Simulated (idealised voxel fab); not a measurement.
process module | voxel self aligned contacts
cross-section cut | 235 nm wide | cells 5 nm
A cross-section is a grid of square cells, given in bands from the top down. A band is one or more rows of cells.
Each band's line starts with the height of the band's top and of its bottom, in nm. Then come its materials from left to right, each with its width in nm. One material with "throughout" fills the band from edge to edge. "air" is empty space.
Height 0 is the level under which the wafer as received is all one material. The lowest band goes on downwards, as in "0 down".
A width such as "30 to 40" changes by the same amount from each row of cells to the next, from the band's top row to its bottom row.
"no change" after a step means that no cell of the cross-section changed.
closed voids: empty space of 8 cells or more with no open way to the top, each as width x height at its distance from the left edge, in nm
after a step's settings: what the simulator itself notes on the step
overlay nm, on a step with a mask: how far to the right of its planned place the mask lay; to the left if negative
plan
1 op RECEIVE | material Si
2 op OXIDIZE | depth nm 5
3 op DIRECTIONAL_DEP | material polySi | thk nm 25
4 op DIRECTIONAL_DEP | material SiN | thk nm 15
5 op PATTERN | tone cover | mask id GATE | material resist | width nm 25 | pitch nm 60 | thk nm 15 | overlay nm 0
6 op DIRECTIONAL_ETCH | etch materials SiN | depth nm 15
7 op DIRECTIONAL_ETCH | etch materials polySi | depth nm 25
8 op STRIP | etch materials resist
9 op CONFORMAL_DEP | material SiN | thk nm 5
10 op DIRECTIONAL_ETCH | etch materials SiN | depth nm 5
11 op FILL_DEP | material SiO2 | thk nm 15
12 op CMP | height nm 50
13 op MASKED_ETCH | tone open | mask id CONTACT | width nm 45 | etch materials SiO2 | depth nm 55 | overlay nm 0
14 op CONFORMAL_DEP | material TiN | thk nm 5
15 op FILL_DEP | material Ru | thk nm 10
16 op CMP | height nm 50
17 op CONFORMAL_DEP | material SiN | thk nm 5
first wafer, as planned
as received, after step 1
  0 down: Si throughout
  closed voids: none
after step 2
  0 to -5: SiO2 throughout
  below -5: unchanged
after step 3
  25 to 0: polySi throughout
  below 0: unchanged
after step 4
  40 to 25: SiN throughout
  below 25: unchanged
after step 5
  55 to 40: air 75 | resist 25 | air 35 | resist 25 | air 75
  below 40: unchanged
after step 6
  55 to 40: air 75 | resist 25 | air 35 | resist 25 | air 75
  40 to 25: air 75 | SiN 25 | air 35 | SiN 25 | air 75
  below 25: unchanged
after step 7
  55 to 40: air 75 | resist 25 | air 35 | resist 25 | air 75
  40 to 25: air 75 | SiN 25 | air 35 | SiN 25 | air 75
  25 to 0: air 75 | polySi 25 | air 35 | polySi 25 | air 75
  below 0: unchanged
after step 8
  40 to 25: air 75 | SiN 25 | air 35 | SiN 25 | air 75
  below 25: unchanged
after step 9
  45 to 25: air 70 | SiN 35 | air 25 | SiN 35 | air 70
  25 to 5: air 70 | SiN 5 | polySi 25 | SiN 5 | air 25 | SiN 5 | polySi 25 | SiN 5 | air 70
  5 to 0: SiN 75 | polySi 25 | SiN 35 | polySi 25 | SiN 75
  below 0: unchanged
after step 10
  40 to 25: air 70 | SiN 35 | air 25 | SiN 35 | air 70
  25 to 0: air 70 | SiN 5 | polySi 25 | SiN 5 | air 25 | SiN 5 | polySi 25 | SiN 5 | air 70
  below 0: unchanged
after step 11
  55 to 40: SiO2 throughout
  40 to 25: SiO2 70 | SiN 35 | SiO2 25 | SiN 35 | SiO2 70
  25 to 0: SiO2 70 | SiN 5 | polySi 25 | SiN 5 | SiO2 25 | SiN 5 | polySi 25 | SiN 5 | SiO2 70
  below 0: unchanged
after step 12
  50 to 40: SiO2 throughout
  below 40: unchanged
after step 13
  50 to 40: SiO2 95 | air 45 | SiO2 95
  40 to 25: SiO2 70 | SiN 35 | air 25 | SiN 35 | SiO2 70
  25 to 0: SiO2 70 | SiN 5 | polySi 25 | SiN 5 | air 25 | SiN 5 | polySi 25 | SiN 5 | SiO2 70
  0 to -5: SiO2 105 | air 25 | SiO2 105
  below -5: unchanged
after step 14
  55 to 50: TiN 100 | air 35 | TiN 100
  50 to 40: SiO2 95 | TiN 5 to 15 | air 35 to 15 | TiN 5 to 15 | SiO2 95
  40 to 25: SiO2 70 | SiN 35 | TiN 5 | air 15 | TiN 5 | SiN 35 | SiO2 70
  25 to 0: SiO2 70 | SiN 5 | polySi 25 | SiN 5 | TiN 5 | air 15 | TiN 5 | SiN 5 | polySi 25 | SiN 5 | SiO2 70
  0 to -5: SiO2 105 | TiN 25 | SiO2 105
  below -5: unchanged
after step 15
  65 to 55: Ru throughout
  55 to 50: TiN 100 | Ru 35 | TiN 100
  50 to 40: SiO2 95 | TiN 5 to 15 | Ru 35 to 15 | TiN 5 to 15 | SiO2 95
  40 to 25: SiO2 70 | SiN 35 | TiN 5 | Ru 15 | TiN 5 | SiN 35 | SiO2 70
  25 to 0: SiO2 70 | SiN 5 | polySi 25 | SiN 5 | TiN 5 | Ru 15 | TiN 5 | SiN 5 | polySi 25 | SiN 5 | SiO2 70
  below 0: unchanged
after step 16
  50 to 40: SiO2 95 | TiN 5 to 15 | Ru 35 to 15 | TiN 5 to 15 | SiO2 95
  below 40: unchanged
after step 17
  55 to 50: SiN throughout
  below 50: unchanged
second wafer: like start, like plan, one mistake. Through step 3 it matches the first wafer
when step 4 should have ended
  55 to 25: SiN throughout
  below 25: unchanged
when step 5 should have ended
  70 to 55: air 75 | resist 25 | air 35 | resist 25 | air 75
  below 55: unchanged
when step 6 should have ended
  70 to 55: air 75 | resist 25 | air 35 | resist 25 | air 75
  55 to 40: air 75 | SiN 25 | air 35 | SiN 25 | air 75
  below 40: unchanged
when step 7 should have ended: no change
when step 8 should have ended
  55 to 40: air 75 | SiN 25 | air 35 | SiN 25 | air 75
  below 40: unchanged
when step 9 should have ended
  60 to 45: air 70 | SiN 35 | air 25 | SiN 35 | air 70
  45 to 25: SiN throughout
  below 25: unchanged
when step 10 should have ended
  55 to 40: air 70 | SiN 35 | air 25 | SiN 35 | air 70
  below 40: unchanged
when step 11 should have ended
  70 to 55: SiO2 throughout
  55 to 40: SiO2 70 | SiN 35 | SiO2 25 | SiN 35 | SiO2 70
  below 40: unchanged
when step 12 should have ended
  50 to 40: SiO2 70 | SiN 35 | SiO2 25 | SiN 35 | SiO2 70
  below 40: unchanged
when step 13 should have ended
  50 to 40: SiO2 70 | SiN 35 | air 25 | SiN 35 | SiO2 70
  below 40: unchanged
when step 14 should have ended
  55 to 50: TiN 110 | air 15 | TiN 110
  50 to 45: SiO2 70 | SiN 35 | TiN 5 | air 15 | TiN 5 | SiN 35 | SiO2 70
  45 to 40: SiO2 70 | SiN 35 | TiN 25 | SiN 35 | SiO2 70
  below 40: unchanged
when step 15 should have ended
  65 to 55: Ru throughout
  55 to 50: TiN 110 | Ru 15 | TiN 110
  50 to 45: SiO2 70 | SiN 35 | TiN 5 | Ru 15 | TiN 5 | SiN 35 | SiO2 70
  below 45: unchanged
when step 16 should have ended
  50 to 45: SiO2 70 | SiN 35 | TiN 5 | Ru 15 | TiN 5 | SiN 35 | SiO2 70
  below 45: unchanged
when step 17 should have ended
  55 to 50: SiN throughout
  below 50: unchanged
what went wrong: step 4 was run twice
at the end the second wafer has, in cells: 31 fewer of Ru | 107 more of SiN | 239 fewer of SiO2 | 22 fewer of TiN | 185 more of polySi
